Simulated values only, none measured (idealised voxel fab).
Process module name: voxel ribs on slabs
For reference, the cross-section in this document is cut, with width 200 nm and square cells of 5 nm.
How to read a cross-section here: the picture is a grid of square cells, written as bands going from the top down, and any band can span one or more rows of cells. The band entry comprises the height of the band's top followed by the height of its bottom, expressed in nm, and subsequently the band's materials from left to right, each stated together with its width in nm. Where a single material is marked with the word "edge to edge", that material fills the band from edge to edge. The word "blank" represents empty space. Note: height 0 marks the level under which the wafer is uniformly one material as received. Lowest band unbounded below, written "0 nm and below". Top row gets the first number, bottom row gets the second, and each row in between changes by the same step: that is how a band width like "30->40" works. Basically "remains unaltered" means that step didn't change any cell in the cross-section. If an empty space has no open way to the top and is at least 8 cells in size, "Voids, sealed" lists it, written width x height at distance, where distance is measured from the left edge and every value is in nm. Note: text after step settings on the step line = simulator remark on that step. The optional step-line setting "overlay nm" applies to steps with a mask and quantifies how far to the right of its planned location the mask lay, a negative value indicating leftward placement.
-- Intended process steps
1,RECEIVE [material Si]
2,DIRECTIONAL_DEP [material SiO2] [thk nm 25]
3,DIRECTIONAL_DEP [material polySi] [thk nm 15]
4,MASKED_ETCH [tone cover] [mask id RIB] [width nm 20] [etch materials polySi] [depth nm 10] [overlay nm 0]
5,MASKED_ETCH [tone cover] [mask id SLAB] [width nm 60] [etch materials polySi] [depth nm 5] [overlay nm 0]
6,FILL_DEP [material SiO2] [thk nm 20]
7,CMP [height nm 55]
8,DIRECTIONAL_DEP [material TiN] [thk nm 5]
9,PATTERN [tone cover] [mask id HEATER] [material resist] [width nm 30] [thk nm 15] [overlay nm 0]
10,DIRECTIONAL_ETCH [etch materials TiN] [depth nm 5]
11,STRIP [etch materials resist]
12,CONFORMAL_DEP [material SiN] [thk nm 10]
-- Wafer, first of two, run as planned
-- Incoming wafer, cross-sectional view, post step 1
- 0 nm and below = Si edge to edge
- Voids, sealed: none
-- Wafer after step 2 (cross-section)
- 25 nm to 0 nm = SiO2 edge to edge
- Rest of section, below 0: as before.
-- Wafer after step 3 (cross-section)
- 40 nm to 25 nm = polySi edge to edge
- Rest of section, below 25: as before.
-- Wafer after step 4 (cross-section)
- 40 nm to 30 nm = 90 nm blank  20 nm polySi  90 nm blank
- Rest of section, below 30: as before.
-- Wafer after step 5 (cross-section)
- 40 nm to 30 nm = 90 nm blank  20 nm polySi  90 nm blank
- 30 nm to 25 nm = 70 nm blank  60 nm polySi  70 nm blank
- Rest of section, below 25: as before.
-- Wafer after step 6 (cross-section)
- 60 nm to 40 nm = SiO2 edge to edge
- 40 nm to 30 nm = 90 nm SiO2  20 nm polySi  90 nm SiO2
- 30 nm to 25 nm = 70 nm SiO2  60 nm polySi  70 nm SiO2
- Rest of section, below 25: as before.
-- Wafer after step 7 (cross-section)
- 55 nm to 40 nm = SiO2 edge to edge
- Rest of section, below 40: as before.
-- Wafer after step 8 (cross-section)
- 60 nm to 55 nm = TiN edge to edge
- Rest of section, below 55: as before.
-- Wafer after step 9 (cross-section)
- 75 nm to 60 nm = 85 nm blank  30 nm resist  85 nm blank
- Rest of section, below 60: as before.
-- Wafer after step 10 (cross-section)
- 75 nm to 60 nm = 85 nm blank  30 nm resist  85 nm blank
- 60 nm to 55 nm = 85 nm blank  30 nm TiN  85 nm blank
- Rest of section, below 55: as before.
-- Wafer after step 11 (cross-section)
- 60 nm to 55 nm = 85 nm blank  30 nm TiN  85 nm blank
- Rest of section, below 55: as before.
-- Wafer after step 12 (cross-section)
- 70 nm to 65 nm = 75 nm blank  50 nm SiN  75 nm blank
- 65 nm to 60 nm = SiN edge to edge
- 60 nm to 55 nm = 85 nm SiN  30 nm TiN  85 nm SiN
- Rest of section, below 55: as before.
-- Wafer two of two - same starting point, same process plan, one mistake in execution; matches wafer one up to and including step 4
-- Planned end of step 5: second wafer, cross-section
- 40 nm to 30 nm = 90 nm blank  20 nm polySi  90 nm blank
- 30 nm to 25 nm = 80 nm blank  60 nm polySi  60 nm blank
- Rest of section, below 25: as before.
-- Planned end of step 6: second wafer, cross-section
- 60 nm to 40 nm = SiO2 edge to edge
- 40 nm to 30 nm = 90 nm SiO2  20 nm polySi  90 nm SiO2
- 30 nm to 25 nm = 80 nm SiO2  60 nm polySi  60 nm SiO2
- Rest of section, below 25: as before.
-- Planned end of step 7: second wafer, cross-section
- 55 nm to 40 nm = SiO2 edge to edge
- Rest of section, below 40: as before.
-- Planned end of step 8: second wafer, cross-section
- 60 nm to 55 nm = TiN edge to edge
- Rest of section, below 55: as before.
-- Planned end of step 9: second wafer, cross-section
- 75 nm to 60 nm = 85 nm blank  30 nm resist  85 nm blank
- Rest of section, below 60: as before.
-- Planned end of step 10: second wafer, cross-section
- 75 nm to 60 nm = 85 nm blank  30 nm resist  85 nm blank
- 60 nm to 55 nm = 85 nm blank  30 nm TiN  85 nm blank
- Rest of section, below 55: as before.
-- Planned end of step 11: second wafer, cross-section
- 60 nm to 55 nm = 85 nm blank  30 nm TiN  85 nm blank
- Rest of section, below 55: as before.
-- Planned end of step 12: second wafer, cross-section
- 70 nm to 65 nm = 75 nm blank  50 nm SiN  75 nm blank
- 65 nm to 60 nm = SiN edge to edge
- 60 nm to 55 nm = 85 nm SiN  30 nm TiN  85 nm SiN
- Rest of section, below 55: as before.
Plan not followed: step 5 was run on a setting that differed from the plan, and what really ran there is MASKED_ETCH [tone cover] [mask id SLAB] [width nm 60] [etch materials polySi] [depth nm 5] [overlay nm 10]
Heads up: at the end the two wafers have identical cell counts per material, they're just laid out differently.
